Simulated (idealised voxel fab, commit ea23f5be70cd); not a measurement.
The following is a process module called voxel transistor to metal.
Each square cell in cross-section cut measures 5 nm, and the section as a whole is 185 nm wide.
Cross-sections here: square-cell grids, written as top-down lists of bands, a band being one or more rows of cells.
The entry gives the band's vertical extent as a top height and a bottom height in nm, then its horizontal make-up as materials from left to right, each with a width in nm. "blank" stands for empty space; a single material marked "throughout" fills the band edge to edge.
Heads up on the height convention: 0 is the point under which the incoming wafer is all one material, and the lowest band has no bottom, it just keeps going down, like "0 down".
The expression "30..40" gives the width at the extremes of the band, the first number at its top row of cells and the second at its bottom row, with the width changing by equal amounts from each row to the next in between.
Where a step carries "everything unchanged", the cross-section came out of it unchanged, cell for cell.
"Sealed void list" - sealed voids, min. 8 cells, no opening to top; format: width x height at distance (distance from left edge; nm throughout).
It should be noted that, on the line of a given step, the content following the step's settings is a remark produced by the simulator itself with respect to that step.
You can add "overlay nm" to a step's line. For a step with a mask, it describes how far the mask lay to the right of its planned position, and a negative number describes a lay to the left.

# Intended process steps
- 1: RECEIVE with material Si
- 2: OXIDIZE with depth nm 5
- 3: CONFORMAL_DEP with material SiN, thk nm 10
- 4: MASKED_ETCH with tone cover, mask id ACTIVE, width nm 105, etch materials SiN, depth nm 10, overlay nm 0
- 5: MASKED_ETCH with tone cover, mask id ACTIVE, width nm 105, etch materials SiO2, depth nm 5, overlay nm 0
- 6: MASKED_ETCH with tone cover, mask id ACTIVE, width nm 105, etch materials Si, depth nm 35, overlay nm 0
- 7: FILL_DEP with material SiO2, thk nm 10
- 8: CMP with height nm 10
- 9: SELECTIVE_ETCH with etch materials SiO2, depth nm 10
- 10: STRIP with etch materials SiN
- 11: SELECTIVE_ETCH with etch materials SiO2, depth nm 5
- 12: OXIDIZE with depth nm 5
- 13: DIRECTIONAL_DEP with material polySi, thk nm 25
- 14: DIRECTIONAL_DEP with material SiCN, thk nm 10
- 15: MASKED_ETCH with tone cover, mask id GATE, width nm 15, etch materials SiCN, depth nm 20, overlay nm 0
- 16: MASKED_ETCH with tone cover, mask id GATE, width nm 15, etch materials polySi, depth nm 35, overlay nm 0
- 17: CONFORMAL_DEP with material SiO2, thk nm 5
- 18: DIRECTIONAL_ETCH with etch materials SiO2, depth nm 5
- 19: CONFORMAL_DEP with material SiN, thk nm 10
- 20: DIRECTIONAL_ETCH with etch materials SiN, depth nm 10
- 21: DIRECTIONAL_ETCH with etch materials SiO2, depth nm 5
- 22: EPI with material SiGe, thk nm 5
- 23: FILL_DEP with material SiO2, thk nm 10
- 24: CMP with height nm 30
- 25: DIRECTIONAL_DEP with material SiO2, thk nm 10
- 26: DIRECTIONAL_DEP with material aC, thk nm 10
- 27: PATTERN with tone open, mask id CONTACT, material resist, width nm 35, pitch nm 60, thk nm 25, overlay nm 0
- 28: DIRECTIONAL_ETCH with etch materials aC, depth nm 10
- 29: STRIP with etch materials resist
- 30: DIRECTIONAL_ETCH with etch materials SiO2, depth nm 45
- 31: STRIP with etch materials aC
- 32: CONFORMAL_DEP with material TiN, thk nm 5
- 33: FILL_DEP with material Ru, thk nm 10
- 34: CMP with height nm 40
- 35: CONFORMAL_DEP with material SiN, thk nm 5
- 36: DIRECTIONAL_DEP with material SiO2, thk nm 15
- 37: MASKED_ETCH with tone open, mask id METAL_1, width nm 20, pitch nm 75, etch materials SiO2, depth nm 15, overlay nm 0
- 38: MASKED_ETCH with tone open, mask id METAL_1, width nm 20, pitch nm 75, etch materials SiN, depth nm 5, overlay nm 0
- 39: CONFORMAL_DEP with material TiN, thk nm 5
- 40: FILL_DEP with material Ru, thk nm 10
- 41: CMP with height nm 60
- 42: CONFORMAL_DEP with material SiCN, thk nm 5
- 43: DIRECTIONAL_DEP with material SiO2, thk nm 30
- 44: MASKED_ETCH with tone open, mask id METAL_2, width nm 20, pitch nm 75, etch materials SiO2, depth nm 15, overlay nm 0
- 45: PATTERN with tone open, mask id METAL_2_HOLES, material resist, width nm 15, pitch nm 75, thk nm 20, overlay nm 0
- 46: DIRECTIONAL_ETCH with etch materials SiO2, depth nm 15
- 47: DIRECTIONAL_ETCH with etch materials SiCN, depth nm 5
- 48: STRIP with etch materials resist
- 49: CONFORMAL_DEP with material TiN, thk nm 5
- 50: FILL_DEP with material Ru, thk nm 5
- 51: CMP with height nm 95
- 52: CONFORMAL_DEP with material SiN, thk nm 5

# Received-state cross-section, reflecting completion of step 1
  0 down  Si throughout
  Sealed void list: none

# Figure: cross-sectional view of the wafer upon completion of the module, processed from the initial state and according to the plan depicted above, with one error introduced during execution
  100 to 95  SiN throughout
  95 to 85  55 nm Ru / 5 nm TiN / 5 nm SiO2 / 5 nm TiN / 60 nm Ru / 5 nm TiN / 5 nm SiO2 / 5 nm TiN / 40 nm Ru
  85 to 80  60 nm TiN / 5 nm SiO2 / 70 nm TiN / 5 nm SiO2 / 45 nm TiN
  80 to 65  SiO2 throughout
  65 to 60  SiCN throughout
  60 to 45  45 nm SiO2 / 5 nm TiN / 10 nm Ru / 5 nm TiN / 55 nm SiO2 / 5 nm TiN / 10 nm Ru / 5 nm TiN / 45 nm SiO2
  45 to 40  45 nm SiN / 20 nm TiN / 55 nm SiN / 20 nm TiN / 45 nm SiN
  40 to 30  45 nm SiO2 / 5 nm TiN / 25..15 nm Ru / 5..15 nm TiN / 25 nm SiO2 / 5..15 nm TiN / 25..15 nm Ru / 5 nm TiN / 45 nm SiO2
  30 to 20  45 nm SiO2 / 5 nm TiN / 15 nm Ru / 5 nm TiN / 10 nm SiN / 5 nm SiO2 / 15 nm SiCN / 5 nm SiO2 / 10 nm SiN / 5 nm TiN / 15 nm Ru / 5 nm TiN / 45 nm SiO2
  20 to 0  45 nm SiO2 / 5 nm TiN / 15 nm Ru / 5 nm TiN / 10 nm SiN / 5 nm SiO2 / 15 nm polySi / 5 nm SiO2 / 10 nm SiN / 5 nm TiN / 15 nm Ru / 5 nm TiN / 45 nm SiO2
  0 to -5  45 nm SiO2 / 25 nm TiN / 10 nm SiN / 5 nm SiO2 / 15 nm polySi / 5 nm SiO2 / 10 nm SiN / 25 nm TiN / 45 nm SiO2
  -5 to -10  35 nm SiO2 / 35 nm SiGe / 45 nm SiO2 / 35 nm SiGe / 35 nm SiO2
  -10 to -40  40 nm SiO2 / 105 nm Si / 40 nm SiO2
  -40 down  Si throughout
  Sealed void list: none
Which mistake was made when the wafer was run? step 44, actual vs plan mismatch, actual run MASKED_ETCH with tone cover, mask id METAL_2, width nm 20, pitch nm 75, etch materials SiO2, depth nm 15, overlay nm 0
